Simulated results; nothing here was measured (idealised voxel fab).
Title: Process Module voxel air gaps
Pictured: cross-section cut, 235 nm wide, on a grid of 5 nm square cells.
Each cross-section below is a grid of square cells, stated as bands in top-down order, with one or more rows of cells making up each band. This entry defines a band. It first specifies the height of the band's top and the height of its bottom in nm, and then specifies the band's materials from left to right, stating each material with its width in nm. The word "edge to edge" identifies a single material that fills the band from edge to edge, while the word "air" identifies empty space. For the purposes of this specification, 0 denotes the height below which the wafer in its as-received condition is composed wholly of one material, and the lowermost band, lacking a lower limit, extends downward without end, as expressed in "from 0 down". Note: "30..40" means the width goes from the first number (top row of the band) to the second number (bottom row) in equal steps per row of cells. "changes: none" after a step means that no cell of the cross-section changed. Enclosed voids (no open way to top), threshold 8 cells or more, entry "Sealed void list", notation width x height at distance, distance from left edge, nm. Anything after a step's settings on that line? It's the simulator's own note about the step. overlay nm: how far to the right of its planned place the mask lay on this masked step (negative: to the left).
### Here's what the planned process steps look like
- 1: RECEIVE,material Si
- 2: CONFORMAL_DEP,material SiO2,thk nm 15
- 3: CONFORMAL_DEP,material SiCN,thk nm 5
- 4: DIRECTIONAL_DEP,material SiO2,thk nm 35
- 5: DIRECTIONAL_DEP,material aC,thk nm 10
- 6: PATTERN,tone open,mask id LINES,material resist,width nm 25,pitch nm 50,thk nm 25,overlay nm 0
- 7: DIRECTIONAL_ETCH,etch materials aC,depth nm 10
- 8: STRIP,etch materials resist
- 9: DIRECTIONAL_ETCH,etch materials SiO2,depth nm 35
- 10: STRIP,etch materials aC
- 11: CONFORMAL_DEP,material TiN,thk nm 5
- 12: FILL_DEP,material Cu,thk nm 10
- 13: CMP,height nm 55
- 14: EPI,material Ru,thk nm 10
- 15: SELECTIVE_ETCH,etch materials SiO2,depth nm 45
- 16: CONFORMAL_DEP,material SiCN,thk nm 5
### Cross-section of the wafer as it came to us, i.e., already through step 1
	from 0 down = Si edge to edge
	Sealed void list: none
### Result of the module, cross-sectioned: start per above, plan per above, one error in how it was run
	from 70 to 65 = air: 45  SiCN: 45  air: 5  SiCN: 45  air: 5  SiCN: 45  air: 45
	from 65 to 55 = air: 45  SiCN: 5  Ru: 35  SiCN: 5  air: 5  SiCN: 5  Ru: 35  SiCN: 5  air: 5  SiCN: 5  Ru: 35  SiCN: 5  air: 45
	from 55 to 50 = air: 45  SiCN: 15  TiN: 5  Cu: 5  TiN: 5  SiCN: 15  air: 5  SiCN: 15  TiN: 5  Cu: 5  TiN: 5  SiCN: 15  air: 5  SiCN: 15  TiN: 5  Cu: 5  TiN: 5  SiCN: 15  air: 45
	from 50 to 25 = air: 55  SiCN: 5  TiN: 5  Cu: 5  TiN: 5  SiCN: 5  air: 25  SiCN: 5  TiN: 5  Cu: 5  TiN: 5  SiCN: 5  air: 25  SiCN: 5  TiN: 5  Cu: 5  TiN: 5  SiCN: 5  air: 55
	from 25 to 20 = SiCN: 60  TiN: 15  SiCN: 35  TiN: 15  SiCN: 35  TiN: 15  SiCN: 60
	from 20 to 15 = SiCN edge to edge
	from 15 to 0 = SiO2 edge to edge
	from 0 down = Si edge to edge
	Sealed void list: none
What was done differently from what was planned? step 6 was not run as planned; what actually ran was PATTERN,tone open,mask id LINES,material resist,width nm 15,pitch nm 50,thk nm 25,overlay nm 0
